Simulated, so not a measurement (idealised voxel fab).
process module | voxel capacitor over wiring
cross-section cut | 235 nm wide | cells 5 nm
A cross-section is a grid of square cells, given in bands from the top down. A band is one or more rows of cells.
Each band's line starts with the height of the band's top and of its bottom, in nm. Then come its materials from left to right, each with its width in nm. One material with "throughout" fills the band from edge to edge. "air" is empty space.
Height 0 is the level under which the wafer as received is all one material. The lowest band goes on downwards, as in "0 down".
A width such as "30 to 40" changes by the same amount from each row of cells to the next, from the band's top row to its bottom row.
"no change" after a step means that no cell of the cross-section changed.
closed voids: empty space of 8 cells or more with no open way to the top, each as width x height at its distance from the left edge, in nm
after a step's settings: what the simulator itself notes on the step
overlay nm, on a step with a mask: how far to the right of its planned place the mask lay; to the left if negative
plan
1 op RECEIVE | material Si
2 op CONFORMAL_DEP | material SiO2 | thk nm 10
3 op CONFORMAL_DEP | material SiCN | thk nm 5
4 op DIRECTIONAL_DEP | material SiO2 | thk nm 15
5 op PATTERN | tone open | mask id METAL_1 | material resist | width nm 30 | pitch nm 100 | thk nm 20 | overlay nm 0
6 op DIRECTIONAL_ETCH | etch materials SiO2 | depth nm 15
7 op DIRECTIONAL_ETCH | etch materials SiCN | depth nm 5
8 op STRIP | etch materials resist
9 op CONFORMAL_DEP | material TiN | thk nm 5
10 op FILL_DEP | material Cu | thk nm 5
11 op CMP | height nm 30
12 op CONFORMAL_DEP | material SiCN | thk nm 5
13 op DIRECTIONAL_DEP | material lowk | thk nm 15
14 op MASKED_ETCH | tone open | mask id PLUG_1 | width nm 15 | etch materials lowk | depth nm 15 | overlay nm 0
15 op MASKED_ETCH | tone open | mask id PLUG_1 | width nm 15 | etch materials SiCN | depth nm 5 | overlay nm 0
16 op EPI | material Ru | thk nm 10
17 op EPI | material Ru | thk nm 10
18 op DIRECTIONAL_DEP | material TiN | thk nm 5
19 op DIRECTIONAL_DEP | material Al2O3 | thk nm 5
20 op DIRECTIONAL_DEP | material TiN | thk nm 5
21 op MASKED_ETCH | tone cover | mask id UPPER_PLATE | width nm 75 | etch materials TiN | depth nm 5 | overlay nm 0
22 op MASKED_ETCH | tone cover | mask id UPPER_PLATE | width nm 75 | etch materials Al2O3 | depth nm 5 | overlay nm 0
23 op PATTERN | tone cover | mask id LOWER_PLATE | material resist | width nm 85 | thk nm 15 | overlay nm 0
24 op DIRECTIONAL_ETCH | etch materials TiN | depth nm 5
25 op STRIP | etch materials resist
26 op FILL_DEP | material SiO2 | thk nm 15
27 op CMP | height nm 75
28 op DIRECTIONAL_DEP | material aC | thk nm 10
29 op PATTERN | tone open | mask id PLUG_2 | material resist | width nm 15 | thk nm 30 | overlay nm 0
30 op DIRECTIONAL_ETCH | etch materials aC | depth nm 10
31 op STRIP | etch materials resist
32 op DIRECTIONAL_ETCH | etch materials SiO2 | depth nm 10
33 op STRIP | etch materials aC
34 op CONFORMAL_DEP | material TiN | thk nm 5
35 op FILL_DEP | material Cu | thk nm 10
36 op CMP | height nm 75
37 op CONFORMAL_DEP | material SiCN | thk nm 5
first wafer, as planned
as received, after step 1
  0 down: Si throughout
  closed voids: none
after step 2
  10 to 0: SiO2 throughout
  below 0: unchanged
after step 3
  15 to 10: SiCN throughout
  below 10: unchanged
after step 4
  30 to 15: SiO2 throughout
  below 15: unchanged
after step 5
  50 to 30: resist 50 | air 30 | resist 70 | air 30 | resist 55
  below 30: unchanged
after step 6
  50 to 30: resist 50 | air 30 | resist 70 | air 30 | resist 55
  30 to 15: SiO2 50 | air 30 | SiO2 70 | air 30 | SiO2 55
  below 15: unchanged
after step 7
  50 to 30: resist 50 | air 30 | resist 70 | air 30 | resist 55
  30 to 15: SiO2 50 | air 30 | SiO2 70 | air 30 | SiO2 55
  15 to 10: SiCN 50 | air 30 | SiCN 70 | air 30 | SiCN 55
  below 10: unchanged
after step 8
  30 to 15: SiO2 50 | air 30 | SiO2 70 | air 30 | SiO2 55
  below 15: unchanged
after step 9
  35 to 30: TiN 55 | air 20 | TiN 80 | air 20 | TiN 60
  30 to 15: SiO2 50 | TiN 5 | air 20 | TiN 5 | SiO2 70 | TiN 5 | air 20 | TiN 5 | SiO2 55
  15 to 10: SiCN 50 | TiN 30 | SiCN 70 | TiN 30 | SiCN 55
  below 10: unchanged
after step 10
  40 to 35: Cu throughout
  35 to 30: TiN 55 | Cu 20 | TiN 80 | Cu 20 | TiN 60
  30 to 15: SiO2 50 | TiN 5 | Cu 20 | TiN 5 | SiO2 70 | TiN 5 | Cu 20 | TiN 5 | SiO2 55
  below 15: unchanged
after step 11
  30 to 15: SiO2 50 | TiN 5 | Cu 20 | TiN 5 | SiO2 70 | TiN 5 | Cu 20 | TiN 5 | SiO2 55
  below 15: unchanged
after step 12
  35 to 30: SiCN throughout
  below 30: unchanged
after step 13
  50 to 35: lowk throughout
  below 35: unchanged
after step 14
  50 to 35: lowk 65 | air 15 | lowk 155
  below 35: unchanged
after step 15
  50 to 35: lowk 65 | air 15 | lowk 155
  35 to 30: SiCN 65 | air 15 | SiCN 155
  below 30: unchanged
after step 16
  50 to 40: lowk 65 | air 15 | lowk 155
  40 to 35: lowk 65 | Ru 15 | lowk 155
  35 to 30: SiCN 65 | Ru 15 | SiCN 155
  below 30: unchanged
after step 17
  50 to 35: lowk 65 | Ru 15 | lowk 155
  below 35: unchanged
after step 18
  55 to 50: TiN throughout
  below 50: unchanged
after step 19
  60 to 55: Al2O3 throughout
  below 55: unchanged
after step 20
  65 to 60: TiN throughout
  below 60: unchanged
after step 21
  65 to 60: air 65 | TiN 75 | air 95
  below 60: unchanged
after step 22
  65 to 60: air 65 | TiN 75 | air 95
  60 to 55: air 65 | Al2O3 75 | air 95
  below 55: unchanged
after step 23
  80 to 65: air 60 | resist 85 | air 90
  65 to 60: air 60 | resist 5 | TiN 75 | resist 5 | air 90
  60 to 55: air 60 | resist 5 | Al2O3 75 | resist 5 | air 90
  below 55: unchanged
after step 24
  80 to 65: air 60 | resist 85 | air 90
  65 to 60: air 60 | resist 5 | TiN 75 | resist 5 | air 90
  60 to 55: air 60 | resist 5 | Al2O3 75 | resist 5 | air 90
  55 to 50: air 60 | TiN 85 | air 90
  below 50: unchanged
after step 25
  65 to 60: air 65 | TiN 75 | air 95
  60 to 55: air 65 | Al2O3 75 | air 95
  below 55: unchanged
after step 26
  80 to 65: SiO2 throughout
  65 to 60: SiO2 65 | TiN 75 | SiO2 95
  60 to 55: SiO2 65 | Al2O3 75 | SiO2 95
  55 to 50: SiO2 60 | TiN 85 | SiO2 90
  below 50: unchanged
after step 27
  75 to 65: SiO2 throughout
  below 65: unchanged
after step 28
  85 to 75: aC throughout
  below 75: unchanged
after step 29
  115 to 85: resist 75 | air 15 | resist 145
  below 85: unchanged
after step 30
  105 to 85: resist 75 | air 15 | resist 145
  85 to 75: aC 75 | air 15 | aC 145
  below 75: unchanged
after step 31
  85 to 75: aC 75 | air 15 | aC 145
  below 75: unchanged
after step 32
  85 to 75: aC 75 | air 15 | aC 145
  75 to 65: SiO2 75 | air 15 | SiO2 145
  below 65: unchanged
after step 33
  75 to 65: SiO2 75 | air 15 | SiO2 145
  below 65: unchanged
after step 34
  80 to 75: TiN 80 | air 5 | TiN 150
  75 to 70: SiO2 75 | TiN 5 | air 5 | TiN 5 | SiO2 145
  70 to 60: SiO2 75 to 65 | TiN 15 to 75 | SiO2 145 to 95
  below 60: unchanged
after step 35
  90 to 80: Cu throughout
  80 to 75: TiN 80 | Cu 5 | TiN 150
  75 to 70: SiO2 75 | TiN 5 | Cu 5 | TiN 5 | SiO2 145
  below 70: unchanged
after step 36
  75 to 70: SiO2 75 | TiN 5 | Cu 5 | TiN 5 | SiO2 145
  below 70: unchanged
after step 37
  80 to 75: SiCN throughout
  below 75: unchanged
second wafer: like start, like plan, one mistake. Through step 16 it matches the first wafer
when step 17 should have ended
  55 to 50: TiN 65 | air 15 | TiN 155
  50 to 45: lowk 65 | air 15 | lowk 155
  45 to 40: lowk 65 | TiN 15 | lowk 155
  below 40: unchanged
when step 18 should have ended
  65 to 55: Ru throughout
  55 to 50: TiN 65 | Ru 15 | TiN 155
  50 to 45: lowk 65 | Ru 15 | lowk 155
  below 45: unchanged
when step 19 should have ended
  70 to 65: Al2O3 throughout
  below 65: unchanged
when step 20 should have ended
  75 to 70: TiN throughout
  below 70: unchanged
when step 21 should have ended
  75 to 70: air 65 | TiN 75 | air 95
  below 70: unchanged
when step 22 should have ended
  75 to 70: air 65 | TiN 75 | air 95
  70 to 65: air 65 | Al2O3 75 | air 95
  below 65: unchanged
when step 23 should have ended
  90 to 75: air 60 | resist 85 | air 90
  75 to 70: air 60 | resist 5 | TiN 75 | resist 5 | air 90
  70 to 65: air 60 | resist 5 | Al2O3 75 | resist 5 | air 90
  below 65: unchanged
when step 24 should have ended: no change
when step 25 should have ended
  75 to 70: air 65 | TiN 75 | air 95
  70 to 65: air 65 | Al2O3 75 | air 95
  below 65: unchanged
when step 26 should have ended
  90 to 75: SiO2 throughout
  75 to 70: SiO2 65 | TiN 75 | SiO2 95
  70 to 65: SiO2 65 | Al2O3 75 | SiO2 95
  below 65: unchanged
when step 27 should have ended
  75 to 70: SiO2 65 | TiN 75 | SiO2 95
  below 70: unchanged
when step 28 should have ended
  85 to 75: aC throughout
  below 75: unchanged
when step 29 should have ended
  115 to 85: resist 75 | air 15 | resist 145
  below 85: unchanged
when step 30 should have ended
  105 to 85: resist 75 | air 15 | resist 145
  85 to 75: aC 75 | air 15 | aC 145
  below 75: unchanged
when step 31 should have ended
  85 to 75: aC 75 | air 15 | aC 145
  below 75: unchanged
when step 32 should have ended: no change
when step 33 should have ended
  75 to 70: SiO2 65 | TiN 75 | SiO2 95
  below 70: unchanged
when step 34 should have ended
  80 to 75: TiN throughout
  below 75: unchanged
when step 35 should have ended
  90 to 80: Cu throughout
  below 80: unchanged
when step 36 should have ended
  75 to 70: SiO2 65 | TiN 75 | SiO2 95
  below 70: unchanged
when step 37 should have ended
  80 to 75: SiCN throughout
  below 75: unchanged
what went wrong: steps 17 and 18 were swapped
at the end the second wafer has, in cells: 1 fewer of Cu | 94 more of Ru | 118 fewer of SiO2 | 25 more of TiN
